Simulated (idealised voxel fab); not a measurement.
process module | voxel wiring stack
cross-section cut | 205 nm wide | cells 5 nm
A cross-section is a grid of square cells, given in bands from the top down. A band is one or more rows of cells.
Each band's line starts with the height of the band's top and of its bottom, in nm. Then come its materials from left to right, each with its width in nm. One material with "throughout" fills the band from edge to edge. "air" is empty space.
Height 0 is the level under which the wafer as received is all one material. The lowest band goes on downwards, as in "0 down".
A width such as "30 to 40" changes by the same amount from each row of cells to the next, from the band's top row to its bottom row.
"no change" after a step means that no cell of the cross-section changed.
closed voids: empty space of 8 cells or more with no open way to the top, each as width x height at its distance from the left edge, in nm
after a step's settings: what the simulator itself notes on the step
overlay nm, on a step with a mask: how far to the right of its planned place the mask lay; to the left if negative
plan
1 op RECEIVE | material Si
2 op CONFORMAL_DEP | material SiO2 | thk nm 15
3 op DIRECTIONAL_DEP | material TiN | thk nm 5
4 op DIRECTIONAL_DEP | material W | thk nm 25
5 op DIRECTIONAL_DEP | material aC | thk nm 15
6 op PATTERN | tone cover | mask id METAL_1 | material resist | width nm 20 | pitch nm 40 | thk nm 30 | overlay nm 0
7 op DIRECTIONAL_ETCH | etch materials aC | depth nm 15
8 op STRIP | etch materials resist
9 op DIRECTIONAL_ETCH | etch materials W | depth nm 25
10 op DIRECTIONAL_ETCH | etch materials TiN | depth nm 5
11 op STRIP | etch materials aC
12 op CONFORMAL_DEP | material SiCN | thk nm 5
13 op FILL_DEP | material SiO2 | thk nm 5
14 op CMP | height nm 45
15 op CONFORMAL_DEP | material SiCN | thk nm 5
16 op DIRECTIONAL_DEP | material lowk | thk nm 30
17 op MASKED_ETCH | tone open | mask id METAL_2_HOLES | width nm 15 | pitch nm 80 | etch materials lowk | depth nm 30 | overlay nm 0
18 op PATTERN | tone open | mask id METAL_2 | material resist | width nm 20 | pitch nm 40 | thk nm 20 | overlay nm 0
19 op DIRECTIONAL_ETCH | etch materials lowk | depth nm 15
20 op DIRECTIONAL_ETCH | etch materials SiCN | depth nm 5
21 op STRIP | etch materials resist
22 op CONFORMAL_DEP | material TiN | thk nm 5
23 op FILL_DEP | material Cu | thk nm 5
24 op CMP | height nm 80
25 op CONFORMAL_DEP | material SiCN | thk nm 5
26 op DIRECTIONAL_DEP | material SiO2 | thk nm 30
27 op MASKED_ETCH | tone open | mask id METAL_3 | width nm 20 | pitch nm 40 | etch materials SiO2 | depth nm 15 | overlay nm 0
28 op MASKED_ETCH | tone open | mask id METAL_3_HOLES | width nm 15 | pitch nm 80 | etch materials SiO2 | depth nm 15 | overlay nm 0
29 op MASKED_ETCH | tone open | mask id METAL_3_HOLES | width nm 15 | pitch nm 80 | etch materials SiCN | depth nm 5 | overlay nm 0
30 op CONFORMAL_DEP | material TiN | thk nm 5
31 op FILL_DEP | material Ru | thk nm 5
32 op CMP | height nm 115
33 op CONFORMAL_DEP | material SiCN | thk nm 5
34 op DIRECTIONAL_DEP | material SiO2 | thk nm 25
35 op MASKED_ETCH | tone open | mask id METAL_4 | width nm 20 | pitch nm 40 | etch materials SiO2 | depth nm 15 | overlay nm 0
36 op PATTERN | tone open | mask id METAL_4_HOLES | material resist | width nm 15 | pitch nm 80 | thk nm 20 | overlay nm 0
37 op DIRECTIONAL_ETCH | etch materials SiO2 | depth nm 10
38 op DIRECTIONAL_ETCH | etch materials SiCN | depth nm 5
39 op STRIP | etch materials resist
40 op CONFORMAL_DEP | material TiN | thk nm 5
41 op FILL_DEP | material Ru | thk nm 10
42 op CMP | height nm 145
43 op CONFORMAL_DEP | material SiN | thk nm 5
as received, after step 1
  0 down: Si throughout
  closed voids: none
a wafer at the end: this start, this plan, one mistake
  150 to 145: Ru throughout
  145 to 135: SiO2 30 | TiN 5 | Ru 10 | TiN 5 | SiO2 20 | TiN 5 | Ru 10 | TiN 5 | SiO2 20 | TiN 5 | Ru 10 | TiN 5 | SiO2 20 | TiN 5 | Ru 10 | TiN 5 | SiO2 35
  135 to 130: SiO2 30 | TiN 5 | Ru 5 | TiN 10 | SiO2 20 | TiN 20 | SiO2 20 | TiN 5 | Ru 5 | TiN 10 | SiO2 20 | TiN 20 | SiO2 35
  130 to 120: SiO2 30 | TiN 5 | Ru 5 | TiN 5 | SiO2 65 | TiN 5 | Ru 5 | TiN 5 | SiO2 80
  120 to 115: SiCN 30 | TiN 15 | SiCN 65 | TiN 15 | SiCN 80
  115 to 105: SiO2 30 | TiN 5 | Ru 10 | TiN 5 | SiO2 20 | TiN 5 | Ru 10 | TiN 5 | SiO2 20 | TiN 5 | Ru 10 | TiN 5 | SiO2 20 | TiN 5 | Ru 10 | TiN 5 | SiO2 35
  105 to 100: SiO2 30 | TiN 5 | Ru 5 | TiN 10 | SiO2 20 | TiN 20 | SiO2 20 | TiN 5 | Ru 5 | TiN 10 | SiO2 20 | TiN 20 | SiO2 35
  100 to 85: SiO2 30 | TiN 5 | Ru 5 | TiN 5 | SiO2 65 | TiN 5 | Ru 5 | TiN 5 | SiO2 80
  85 to 80: SiCN 30 | TiN 15 | SiCN 65 | TiN 15 | SiCN 80
  80 to 70: lowk 30 | TiN 5 | Cu 10 | TiN 5 | lowk 20 | TiN 5 | Cu 10 | TiN 5 | lowk 20 | TiN 5 | Cu 10 | TiN 5 | lowk 20 | TiN 5 | Cu 10 | TiN 5 | lowk 35
  70 to 65: lowk 30 | TiN 5 | Cu 5 | TiN 10 | lowk 20 | TiN 20 | lowk 20 | TiN 5 | Cu 5 | TiN 10 | lowk 20 | TiN 20 | lowk 35
  65 to 50: lowk 30 | TiN 5 | Cu 5 | TiN 5 | lowk 65 | TiN 5 | Cu 5 | TiN 5 | lowk 80
  50 to 45: SiCN 30 | TiN 15 | SiCN 65 | TiN 15 | SiCN 80
  45 to 20: SiO2 25 | SiCN 5 | W 20 | SiCN 5 | SiO2 10 | SiCN 5 | W 20 | SiCN 5 | SiO2 10 | SiCN 5 | W 20 | SiCN 5 | SiO2 10 | SiCN 5 | W 20 | SiCN 5 | SiO2 30
  20 to 15: SiCN 30 | TiN 20 | SiCN 20 | TiN 20 | SiCN 20 | TiN 20 | SiCN 20 | TiN 20 | SiCN 35
  15 to 0: SiO2 throughout
  0 down: Si throughout
  closed voids: none
what went wrong: step 43 ran as: op CONFORMAL_DEP | material Ru | thk nm 5
